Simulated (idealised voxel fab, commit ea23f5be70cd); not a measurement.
Name of the process module below: voxel quadruple lines
The width of the displayed cross-section, cut, is 245 nm; its cells are square, with a size of 5 nm.
Think of the cross-section as a grid of square cells. We describe it in bands, top to bottom, and each band covers one or more rows of those cells. A band entry consists of two parts. The first gives the height of the band's top and the height of its bottom, in nm. The rest lists the band's materials from left to right, each with its width in nm. A single material labelled with the word "throughout" fills the band from edge to edge, and the word "air" marks empty space. Height reference: 0 = level under which incoming wafer is all one material. Lowest band: no bottom, runs on downward, e.g. "0 down". It should be noted that a width expressed as "30->40" varies in equal increments from row to row of cells within the band, taking the value of the first number at the top row and that of the second number at the bottom row. The designation "remained unchanged", where it is given for a processing step, indicates that no cell of the cross-section was altered in the course of that step. Empty spaces without an open route to the top, at least 8 cells in extent, make up the entry "Entrapped void list"; each is given as width x height at distance, where the distance is measured from the left edge, and all are in nm. On each step's line, the part that comes after the settings is the simulator's own comment on the step. overlay nm: for a step with a mask, the amount by which the mask lay right of where it was planned; a negative amount means left of it.

## Planned step list for the process
1: op RECEIVE | material Si
2: op CONFORMAL_DEP | material Al2O3 | thk nm 5
3: op DIRECTIONAL_DEP | material W | thk nm 10
4: op DIRECTIONAL_DEP | material polySi | thk nm 20
5: op DIRECTIONAL_DEP | material aC | thk nm 20
6: op PATTERN | tone cover | mask id MANDREL | material resist | width nm 35 | pitch nm 100 | thk nm 25 | overlay nm 0
7: op DIRECTIONAL_ETCH | etch materials aC | depth nm 20
8: op STRIP | etch materials resist
9: op CONFORMAL_DEP | material SiO2 | thk nm 15
10: op DIRECTIONAL_ETCH | etch materials SiO2 | depth nm 15
11: op STRIP | etch materials aC
12: op DIRECTIONAL_ETCH | etch materials polySi | depth nm 20
13: op STRIP | etch materials SiO2
14: op CONFORMAL_DEP | material SiN | thk nm 5
15: op DIRECTIONAL_ETCH | etch materials SiN | depth nm 10
16: op STRIP | etch materials polySi
17: op DIRECTIONAL_ETCH | etch materials W | depth nm 10
18: op STRIP | etch materials SiN
All wafers enter the flow in the same state. The thk nm at step 14 differs from wafer to wafer, and the plan gives the value for the first wafer.

## first wafer as received, after step 1
- 0 down = Si throughout
- Entrapped void list: none

## Depicted here is the first of several wafers in cross-section, at module completion following the last step, step 18
- 15 to 5 = air: 35 / W: 5 / air: 15 / W: 5 / air: 25 / W: 5 / air: 15 / W: 5 / air: 25 / W: 5 / air: 15 / W: 5 / air: 25 / W: 5 / air: 15 / W: 5 / air: 35
- 5 to 0 = Al2O3 throughout
- 0 down = Si throughout
- Entrapped void list: none

## Cross-sectional view of the final wafer of several at the module's end
- 35 to 15 = air: 40 / polySi: 15 / air: 35 / polySi: 15 / air: 35 / polySi: 15 / air: 35 / polySi: 15 / air: 40
- 15 to 5 = W throughout
- 5 to 0 = Al2O3 throughout
- 0 down = Si throughout
- Entrapped void list: none

## Each row below is a wafer at the end of the module, listing for every material the number of cells it has gained (+) or lost (-) since it was received, followed by its closed voids
thk nm 5, +49 Al2O3, +16 W, Entrapped void list: none
thk nm 10, +49 Al2O3, +32 W, Entrapped void list: none
thk nm 15, +49 Al2O3, +98 W, +48 polySi, Entrapped void list: none
thk nm 20, +49 Al2O3, +98 W, +48 polySi, Entrapped void list: none
thk nm 25, +49 Al2O3, +98 W, +48 polySi, Entrapped void list: none
